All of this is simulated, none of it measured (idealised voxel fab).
The name of this process module is voxel ribs on slabs.
The width of the displayed cross-section, cut, is 200 nm; its cells are square, with a size of 5 nm.
We lay out every cross-section as a grid of square cells and spell it out in bands from the top down, where one band means one or more rows of cells.
For a band, the entry starts with two heights in nm, that of the top and then that of the bottom, and carries on with the band's materials in order from left to right, each alongside its width in nm; the word "full width" beside a single material means it fills the band edge to edge, and "empty" means empty space.
Basically, 0 is our baseline, since under it the wafer straight out of the box is all one material. The bottom band has no lower end and keeps on going down, so it looks like "z 0 and below".
The width entry "30 to 40" should be interpreted row by row: the top row of cells in the band takes the first number, the bottom row takes the second number, and the change between adjacent rows is uniform throughout.
Basically "nothing altered" means that step didn't change any cell in the cross-section.
"Sealed internal cavities" specifies each empty space that is not open to the top and that occupies no fewer than 8 cells, using the form width x height at distance, the distance measured from the left edge and all three quantities in nm.
Read whatever lies past the settings on a step's line as the simulator's own remark about the step.
overlay nm: where the mask lay relative to plan, measured to the right, on steps with a mask; negatives go left.

[Process steps (planned)]
1,RECEIVE [material Si]
2,DIRECTIONAL_DEP [material SiO2] [thk nm 30]
3,DIRECTIONAL_DEP [material SiN] [thk nm 25]
4,MASKED_ETCH [tone cover] [mask id RIB] [width nm 20] [etch materials SiN] [depth nm 5] [overlay nm 0]
5,PATTERN [tone cover] [mask id SLAB] [material resist] [width nm 80] [thk nm 20] [overlay nm 0]
6,DIRECTIONAL_ETCH [etch materials SiN] [depth nm 20]
7,STRIP [etch materials resist]
8,FILL_DEP [material SiO2] [thk nm 15]
9,CMP [height nm 65]
10,DIRECTIONAL_DEP [material TiN] [thk nm 10]
11,MASKED_ETCH [tone cover] [mask id HEATER] [width nm 30] [etch materials TiN] [depth nm 10] [overlay nm 0]
12,CONFORMAL_DEP [material SiN] [thk nm 10]

[First wafer of two (run as planned)]

[Here's what the wafer looked like in cross-section when it arrived - that's after step 1]
    z 0 and below = Si full width
    Sealed internal cavities: none

[Cross-section of the wafer subsequent to step 2]
    z 30 to 0 = SiO2 full width
    For the remainder of the cross-section, below 0, there is no change.

[Cross-section of the wafer subsequent to step 3]
    z 55 to 30 = SiN full width
    For the remainder of the cross-section, below 30, there is no change.

[Cross-section of the wafer subsequent to step 4]
    z 55 to 50 = empty 90 | SiN 20 | empty 90
    For the remainder of the cross-section, below 50, there is no change.

[Cross-section of the wafer subsequent to step 5]
    z 75 to 55 = empty 60 | resist 80 | empty 60
    z 55 to 50 = empty 60 | resist 30 | SiN 20 | resist 30 | empty 60
    For the remainder of the cross-section, below 50, there is no change.

[Cross-section of the wafer subsequent to step 6]
    z 75 to 55 = empty 60 | resist 80 | empty 60
    z 55 to 50 = empty 60 | resist 30 | SiN 20 | resist 30 | empty 60
    z 50 to 30 = empty 60 | SiN 80 | empty 60
    For the remainder of the cross-section, below 30, there is no change.

[Cross-section of the wafer subsequent to step 7]
    z 55 to 50 = empty 90 | SiN 20 | empty 90
    For the remainder of the cross-section, below 50, there is no change.

[Cross-section of the wafer subsequent to step 8]
    z 70 to 55 = SiO2 full width
    z 55 to 50 = SiO2 90 | SiN 20 | SiO2 90
    z 50 to 30 = SiO2 60 | SiN 80 | SiO2 60
    For the remainder of the cross-section, below 30, there is no change.

[Cross-section of the wafer subsequent to step 9]
    z 65 to 55 = SiO2 full width
    For the remainder of the cross-section, below 55, there is no change.

[Cross-section of the wafer subsequent to step 10]
    z 75 to 65 = TiN full width
    For the remainder of the cross-section, below 65, there is no change.

[Cross-section of the wafer subsequent to step 11]
    z 75 to 65 = empty 85 | TiN 30 | empty 85
    For the remainder of the cross-section, below 65, there is no change.

[Cross-section of the wafer subsequent to step 12]
    z 85 to 75 = empty 75 | SiN 50 | empty 75
    z 75 to 65 = SiN 85 | TiN 30 | SiN 85
    For the remainder of the cross-section, below 65, there is no change.

[Wafer two of the pair: same origin, same plan, one error during the run; identical to wafer one up to and including step 4]

[Second wafer cross-section, taken as of the time the plan sets for step 5 to be done]
    z 75 to 55 = empty 65 | resist 80 | empty 55
    z 55 to 50 = empty 65 | resist 25 | SiN 20 | resist 35 | empty 55
    For the remainder of the cross-section, below 50, there is no change.

[Second wafer cross-section, taken as of the time the plan sets for step 6 to be done]
    z 75 to 55 = empty 65 | resist 80 | empty 55
    z 55 to 50 = empty 65 | resist 25 | SiN 20 | resist 35 | empty 55
    z 50 to 30 = empty 65 | SiN 80 | empty 55
    For the remainder of the cross-section, below 30, there is no change.

[Second wafer cross-section, taken as of the time the plan sets for step 7 to be done]
    z 55 to 50 = empty 90 | SiN 20 | empty 90
    For the remainder of the cross-section, below 50, there is no change.

[Second wafer cross-section, taken as of the time the plan sets for step 8 to be done]
    z 70 to 55 = SiO2 full width
    z 55 to 50 = SiO2 90 | SiN 20 | SiO2 90
    z 50 to 30 = SiO2 65 | SiN 80 | SiO2 55
    For the remainder of the cross-section, below 30, there is no change.

[Second wafer cross-section, taken as of the time the plan sets for step 9 to be done]
    z 65 to 55 = SiO2 full width
    For the remainder of the cross-section, below 55, there is no change.

[Second wafer cross-section, taken as of the time the plan sets for step 10 to be done]
    z 75 to 65 = TiN full width
    For the remainder of the cross-section, below 65, there is no change.

[Second wafer cross-section, taken as of the time the plan sets for step 11 to be done]
    z 75 to 65 = empty 85 | TiN 30 | empty 85
    For the remainder of the cross-section, below 65, there is no change.

[Second wafer cross-section, taken as of the time the plan sets for step 12 to be done]
    z 85 to 75 = empty 75 | SiN 50 | empty 75
    z 75 to 65 = SiN 85 | TiN 30 | SiN 85
    For the remainder of the cross-section, below 65, there is no change.
Against the plan, the run slipped here: in deviation from the planned setting, step 5 was conducted as PATTERN [tone cover] [mask id SLAB] [material resist] [width nm 80] [thk nm 20] [overlay nm 5]
Final state: per-material cell counts identical on both wafers; locations differ.
